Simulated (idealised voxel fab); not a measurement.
voxel self aligned vias: a process module
We display cut, a cross-section 270 nm in width whose square cells are each 5 nm.
For the purposes of this document, a cross-section shall be understood as a grid of square cells, specified as bands listed in top-to-bottom order, each band consisting of one or more rows of cells. Per band: top height and bottom height in nm, followed by the left-to-right materials and their widths in nm; "throughout" marks a single material spanning edge to edge, "empty" marks empty space. Beneath 0, the wafer as received is one material, and that level is where height counting begins. The lowest band goes on downward without a bottom; it is written like "from 0 down". You'd read "30->40" like this: the band's top row of cells is as wide as the first number, its bottom row is as wide as the second, and going down, every row changes width by the same amount as the row before did. Reading "identical to before" for a step: not a cell of the cross-section changed in it. You'll see "Sealed-off cavities" listing empty spaces that have no way open to the top, as long as they're 8 cells or more; the notation is width x height at distance, where the distance is from the left edge, and all of it is in nm. On a step's line, text after the settings is the simulator commenting on that step. overlay nm: mask right of planned place by this much (step with mask). Neg. = left.
-- Planned process steps
1: RECEIVE | material Si
2: CONFORMAL_DEP | material SiO2 | thk nm 15
3: CONFORMAL_DEP | material SiCN | thk nm 5
4: DIRECTIONAL_DEP | material SiO2 | thk nm 20
5: DIRECTIONAL_DEP | material aC | thk nm 10
6: PATTERN | tone open | mask id LINES | material resist | width nm 30 | pitch nm 70 | thk nm 25 | overlay nm 0
7: DIRECTIONAL_ETCH | etch materials aC | depth nm 10
8: STRIP | etch materials resist
9: DIRECTIONAL_ETCH | etch materials SiO2 | depth nm 20
10: STRIP | etch materials aC
11: CONFORMAL_DEP | material TiN | thk nm 5
12: FILL_DEP | material Ru | thk nm 5
13: CMP | height nm 40
14: SELECTIVE_ETCH | etch materials W Ru TiN | depth nm 10
15: FILL_DEP | material SiN | thk nm 10
16: CMP | height nm 40
17: DIRECTIONAL_DEP | material SiO2 | thk nm 20
18: PATTERN | tone open | mask id VIAS | material resist | width nm 50 | thk nm 15 | overlay nm 0
19: DIRECTIONAL_ETCH | etch materials SiO2 | depth nm 20
20: DIRECTIONAL_ETCH | etch materials SiN | depth nm 10
21: STRIP | etch materials resist
22: CONFORMAL_DEP | material TiN | thk nm 5
23: FILL_DEP | material W | thk nm 10
24: CMP | height nm 60
25: CONFORMAL_DEP | material SiCN | thk nm 5
-- So, the first of our two wafers, run just as we planned it
-- Delivered wafer in cross-section: state after step 1
	from 0 down = Si throughout
	Sealed-off cavities: none
-- Cross-section through the wafer, step 2 finished
	from 15 to 0 = SiO2 throughout
	Unchanged below 0.
-- Cross-section through the wafer, step 3 finished
	from 20 to 15 = SiCN throughout
	Unchanged below 15.
-- Cross-section through the wafer, step 4 finished
	from 40 to 20 = SiO2 throughout
	Unchanged below 20.
-- Cross-section through the wafer, step 5 finished
	from 50 to 40 = aC throughout
	Unchanged below 40.
-- Cross-section through the wafer, step 6 finished
	from 75 to 50 = 85 of resist; 30 of empty; 40 of resist; 30 of empty; 85 of resist
	Unchanged below 50.
-- Cross-section through the wafer, step 7 finished
	from 65 to 50 = 85 of resist; 30 of empty; 40 of resist; 30 of empty; 85 of resist
	from 50 to 40 = 85 of aC; 30 of empty; 40 of aC; 30 of empty; 85 of aC
	Unchanged below 40.
-- Cross-section through the wafer, step 8 finished
	from 50 to 40 = 85 of aC; 30 of empty; 40 of aC; 30 of empty; 85 of aC
	Unchanged below 40.
-- Cross-section through the wafer, step 9 finished
	from 50 to 40 = 85 of aC; 30 of empty; 40 of aC; 30 of empty; 85 of aC
	from 40 to 20 = 85 of SiO2; 30 of empty; 40 of SiO2; 30 of empty; 85 of SiO2
	Unchanged below 20.
-- Cross-section through the wafer, step 10 finished
	from 40 to 20 = 85 of SiO2; 30 of empty; 40 of SiO2; 30 of empty; 85 of SiO2
	Unchanged below 20.
-- Cross-section through the wafer, step 11 finished
	from 45 to 40 = 90 of TiN; 20 of empty; 50 of TiN; 20 of empty; 90 of TiN
	from 40 to 25 = 85 of SiO2; 5 of TiN; 20 of empty; 5 of TiN; 40 of SiO2; 5 of TiN; 20 of empty; 5 of TiN; 85 of SiO2
	from 25 to 20 = 85 of SiO2; 30 of TiN; 40 of SiO2; 30 of TiN; 85 of SiO2
	Unchanged below 20.
-- Cross-section through the wafer, step 12 finished
	from 50 to 45 = Ru throughout
	from 45 to 40 = 90 of TiN; 20 of Ru; 50 of TiN; 20 of Ru; 90 of TiN
	from 40 to 25 = 85 of SiO2; 5 of TiN; 20 of Ru; 5 of TiN; 40 of SiO2; 5 of TiN; 20 of Ru; 5 of TiN; 85 of SiO2
	Unchanged below 25.
-- Cross-section through the wafer, step 13 finished
	from 40 to 25 = 85 of SiO2; 5 of TiN; 20 of Ru; 5 of TiN; 40 of SiO2; 5 of TiN; 20 of Ru; 5 of TiN; 85 of SiO2
	Unchanged below 25.
-- Cross-section through the wafer, step 14 finished
	from 40 to 30 = 85 of SiO2; 30 of empty; 40 of SiO2; 30 of empty; 85 of SiO2
	Unchanged below 30.
-- Cross-section through the wafer, step 15 finished
	from 50 to 40 = SiN throughout
	from 40 to 30 = 85 of SiO2; 30 of SiN; 40 of SiO2; 30 of SiN; 85 of SiO2
	Unchanged below 30.
-- Cross-section through the wafer, step 16 finished
	from 40 to 30 = 85 of SiO2; 30 of SiN; 40 of SiO2; 30 of SiN; 85 of SiO2
	Unchanged below 30.
-- Cross-section through the wafer, step 17 finished
	from 60 to 40 = SiO2 throughout
	Unchanged below 40.
-- Cross-section through the wafer, step 18 finished
	from 75 to 60 = 75 of resist; 50 of empty; 145 of resist
	Unchanged below 60.
-- Cross-section through the wafer, step 19 finished
	from 75 to 60 = 75 of resist; 50 of empty; 145 of resist
	from 60 to 40 = 75 of SiO2; 50 of empty; 145 of SiO2
	Unchanged below 40.
-- Cross-section through the wafer, step 20 finished
	from 75 to 60 = 75 of resist; 50 of empty; 145 of resist
	from 60 to 40 = 75 of SiO2; 50 of empty; 145 of SiO2
	from 40 to 30 = 85 of SiO2; 30 of empty; 40 of SiO2; 30 of SiN; 85 of SiO2
	Unchanged below 30.
-- Cross-section through the wafer, step 21 finished
	from 60 to 40 = 75 of SiO2; 50 of empty; 145 of SiO2
	Unchanged below 40.
-- Cross-section through the wafer, step 22 finished
	from 65 to 60 = 80 of TiN; 40 of empty; 150 of TiN
	from 60 to 45 = 75 of SiO2; 5 of TiN; 40 of empty; 5 of TiN; 145 of SiO2
	from 45 to 40 = 75 of SiO2; 15 of TiN; 20 of empty; 15 of TiN; 145 of SiO2
	from 40 to 35 = 85 of SiO2; 5 of TiN; 20 of empty; 5 of TiN; 40 of SiO2; 30 of SiN; 85 of SiO2
	from 35 to 30 = 85 of SiO2; 30 of TiN; 40 of SiO2; 30 of SiN; 85 of SiO2
	Unchanged below 30.
-- Cross-section through the wafer, step 23 finished
	from 75 to 65 = W throughout
	from 65 to 60 = 80 of TiN; 40 of W; 150 of TiN
	from 60 to 45 = 75 of SiO2; 5 of TiN; 40 of W; 5 of TiN; 145 of SiO2
	from 45 to 40 = 75 of SiO2; 15 of TiN; 20 of W; 15 of TiN; 145 of SiO2
	from 40 to 35 = 85 of SiO2; 5 of TiN; 20 of W; 5 of TiN; 40 of SiO2; 30 of SiN; 85 of SiO2
	Unchanged below 35.
-- Cross-section through the wafer, step 24 finished
	from 60 to 45 = 75 of SiO2; 5 of TiN; 40 of W; 5 of TiN; 145 of SiO2
	Unchanged below 45.
-- Cross-section through the wafer, step 25 finished
	from 65 to 60 = SiCN throughout
	Unchanged below 60.
-- Wafer two: like wafer one in start and plan, but with one mistake in execution; identical up to and including step 5
-- Cross-sectional view of the second wafer at the intended end time of process step 6
	from 75 to 50 = 85 of resist; 35 of empty; 35 of resist; 35 of empty; 80 of resist
	Unchanged below 50.
-- Cross-sectional view of the second wafer at the intended end time of process step 7
	from 65 to 50 = 85 of resist; 35 of empty; 35 of resist; 35 of empty; 80 of resist
	from 50 to 40 = 85 of aC; 35 of empty; 35 of aC; 35 of empty; 80 of aC
	Unchanged below 40.
-- Cross-sectional view of the second wafer at the intended end time of process step 8
	from 50 to 40 = 85 of aC; 35 of empty; 35 of aC; 35 of empty; 80 of aC
	Unchanged below 40.
-- Cross-sectional view of the second wafer at the intended end time of process step 9
	from 50 to 40 = 85 of aC; 35 of empty; 35 of aC; 35 of empty; 80 of aC
	from 40 to 20 = 85 of SiO2; 35 of empty; 35 of SiO2; 35 of empty; 80 of SiO2
	Unchanged below 20.
-- Cross-sectional view of the second wafer at the intended end time of process step 10
	from 40 to 20 = 85 of SiO2; 35 of empty; 35 of SiO2; 35 of empty; 80 of SiO2
	Unchanged below 20.
-- Cross-sectional view of the second wafer at the intended end time of process step 11
	from 45 to 40 = 90 of TiN; 25 of empty; 45 of TiN; 25 of empty; 85 of TiN
	from 40 to 25 = 85 of SiO2; 5 of TiN; 25 of empty; 5 of TiN; 35 of SiO2; 5 of TiN; 25 of empty; 5 of TiN; 80 of SiO2
	from 25 to 20 = 85 of SiO2; 35 of TiN; 35 of SiO2; 35 of TiN; 80 of SiO2
	Unchanged below 20.
-- Cross-sectional view of the second wafer at the intended end time of process step 12
	from 50 to 45 = Ru throughout
	from 45 to 40 = 90 of TiN; 25 of Ru; 45 of TiN; 25 of Ru; 85 of TiN
	from 40 to 25 = 85 of SiO2; 5 of TiN; 25 of Ru; 5 of TiN; 35 of SiO2; 5 of TiN; 25 of Ru; 5 of TiN; 80 of SiO2
	Unchanged below 25.
-- Cross-sectional view of the second wafer at the intended end time of process step 13
	from 40 to 25 = 85 of SiO2; 5 of TiN; 25 of Ru; 5 of TiN; 35 of SiO2; 5 of TiN; 25 of Ru; 5 of TiN; 80 of SiO2
	Unchanged below 25.
-- Cross-sectional view of the second wafer at the intended end time of process step 14
	from 40 to 30 = 85 of SiO2; 35 of empty; 35 of SiO2; 35 of empty; 80 of SiO2
	Unchanged below 30.
-- Cross-sectional view of the second wafer at the intended end time of process step 15
	from 50 to 40 = SiN throughout
	from 40 to 30 = 85 of SiO2; 35 of SiN; 35 of SiO2; 35 of SiN; 80 of SiO2
	Unchanged below 30.
-- Cross-sectional view of the second wafer at the intended end time of process step 16
	from 40 to 30 = 85 of SiO2; 35 of SiN; 35 of SiO2; 35 of SiN; 80 of SiO2
	Unchanged below 30.
-- Cross-sectional view of the second wafer at the intended end time of process step 17
	from 60 to 40 = SiO2 throughout
	Unchanged below 40.
-- Cross-sectional view of the second wafer at the intended end time of process step 18
	from 75 to 60 = 75 of resist; 50 of empty; 145 of resist
	Unchanged below 60.
-- Cross-sectional view of the second wafer at the intended end time of process step 19
	from 75 to 60 = 75 of resist; 50 of empty; 145 of resist
	from 60 to 40 = 75 of SiO2; 50 of empty; 145 of SiO2
	Unchanged below 40.
-- Cross-sectional view of the second wafer at the intended end time of process step 20
	from 75 to 60 = 75 of resist; 50 of empty; 145 of resist
	from 60 to 40 = 75 of SiO2; 50 of empty; 145 of SiO2
	from 40 to 30 = 85 of SiO2; 35 of empty; 35 of SiO2; 35 of SiN; 80 of SiO2
	Unchanged below 30.
-- Cross-sectional view of the second wafer at the intended end time of process step 21
	from 60 to 40 = 75 of SiO2; 50 of empty; 145 of SiO2
	Unchanged below 40.
-- Cross-sectional view of the second wafer at the intended end time of process step 22
	from 65 to 60 = 80 of TiN; 40 of empty; 150 of TiN
	from 60 to 45 = 75 of SiO2; 5 of TiN; 40 of empty; 5 of TiN; 145 of SiO2
	from 45 to 40 = 75 of SiO2; 15 of TiN; 25 of empty; 10 of TiN; 145 of SiO2
	from 40 to 35 = 85 of SiO2; 5 of TiN; 25 of empty; 5 of TiN; 35 of SiO2; 35 of SiN; 80 of SiO2
	from 35 to 30 = 85 of SiO2; 35 of TiN; 35 of SiO2; 35 of SiN; 80 of SiO2
	Unchanged below 30.
-- Cross-sectional view of the second wafer at the intended end time of process step 23
	from 75 to 65 = W throughout
	from 65 to 60 = 80 of TiN; 40 of W; 150 of TiN
	from 60 to 45 = 75 of SiO2; 5 of TiN; 40 of W; 5 of TiN; 145 of SiO2
	from 45 to 40 = 75 of SiO2; 15 of TiN; 25 of W; 10 of TiN; 145 of SiO2
	from 40 to 35 = 85 of SiO2; 5 of TiN; 25 of W; 5 of TiN; 35 of SiO2; 35 of SiN; 80 of SiO2
	Unchanged below 35.
-- Cross-sectional view of the second wafer at the intended end time of process step 24
	from 60 to 45 = 75 of SiO2; 5 of TiN; 40 of W; 5 of TiN; 145 of SiO2
	Unchanged below 45.
-- Cross-sectional view of the second wafer at the intended end time of process step 25
	from 65 to 60 = SiCN throughout
	Unchanged below 60.
what went wrong: step 6 did not use the planned setting and instead ran as PATTERN | tone open | mask id LINES | material resist | width nm 35 | pitch nm 70 | thk nm 25 | overlay nm 0
Final difference in cells, second wafer against first, listed per material as more or fewer: Ru: 2 more | SiN: 2 more | SiO2: 8 fewer | TiN: 2 more | W: 2 more
